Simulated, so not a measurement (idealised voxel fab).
process module | voxel self aligned contacts
cross-section cut | 195 nm wide | cells 5 nm
A cross-section is a grid of square cells, given in bands from the top down. A band is one or more rows of cells.
Each band's line starts with the height of the band's top and of its bottom, in nm. Then come its materials from left to right, each with its width in nm. One material with "throughout" fills the band from edge to edge. "air" is empty space.
Height 0 is the level under which the wafer as received is all one material. The lowest band goes on downwards, as in "0 down".
A width such as "30 to 40" changes by the same amount from each row of cells to the next, from the band's top row to its bottom row.
"no change" after a step means that no cell of the cross-section changed.
closed voids: empty space of 8 cells or more with no open way to the top, each as width x height at its distance from the left edge, in nm
after a step's settings: what the simulator itself notes on the step
overlay nm, on a step with a mask: how far to the right of its planned place the mask lay; to the left if negative
plan
1 op RECEIVE | material Si
2 op OXIDIZE | depth nm 5
3 op DIRECTIONAL_DEP | material polySi | thk nm 20
4 op DIRECTIONAL_DEP | material SiN | thk nm 20
5 op MASKED_ETCH | tone cover | mask id GATE | width nm 35 | pitch nm 65 | etch materials SiN | depth nm 20 | overlay nm 0
6 op MASKED_ETCH | tone cover | mask id GATE | width nm 35 | pitch nm 65 | etch materials polySi | depth nm 20 | overlay nm 0
7 op CONFORMAL_DEP | material SiN | thk nm 5
8 op DIRECTIONAL_ETCH | etch materials SiN | depth nm 5
9 op FILL_DEP | material SiO2 | thk nm 20
10 op CMP | height nm 50
11 op MASKED_ETCH | tone open | mask id CONTACT | width nm 50 | etch materials SiO2 | depth nm 55 | overlay nm 0
12 op CONFORMAL_DEP | material TiN | thk nm 5
13 op FILL_DEP | material W | thk nm 10
14 op CMP | height nm 50
15 op CONFORMAL_DEP | material SiCN | thk nm 5
as received, after step 1
  0 down: Si throughout
  closed voids: none
first wafer at the end, as planned
  55 to 50: SiCN throughout
  50 to 40: SiO2 70 | TiN 5 to 20 | W 40 to 10 | TiN 5 to 20 | SiO2 75
  40 to 20: SiO2 40 | SiN 45 | TiN 5 | W 10 | TiN 5 | SiN 45 | SiO2 45
  20 to 0: SiO2 40 | SiN 5 | polySi 35 | SiN 5 | TiN 5 | W 10 | TiN 5 | SiN 5 | polySi 35 | SiN 5 | SiO2 45
  0 to -5: SiO2 85 | TiN 20 | SiO2 90
  -5 down: Si throughout
  closed voids: none
second wafer at the end: like start, like plan, one mistake
  55 to 50: SiCN throughout
  50 to 40: SiO2 70 | TiN 5 | W 40 | TiN 5 | SiO2 75
  40 to 35: SiO2 70 | TiN 15 | W 20 | TiN 15 | SiO2 75
  35 to 20: SiO2 45 | SiN 35 | TiN 5 | W 20 | TiN 5 | SiN 35 | SiO2 50
  20 to 0: SiO2 45 | polySi 35 | TiN 5 | W 20 | TiN 5 | polySi 35 | SiO2 50
  0 to -5: SiO2 80 | TiN 30 | SiO2 85
  -5 down: Si throughout
  closed voids: none
what went wrong: step 7 was left out
at the end the second wafer has, in cells: 46 fewer of SiN | 24 more of SiO2 | 22 more of W
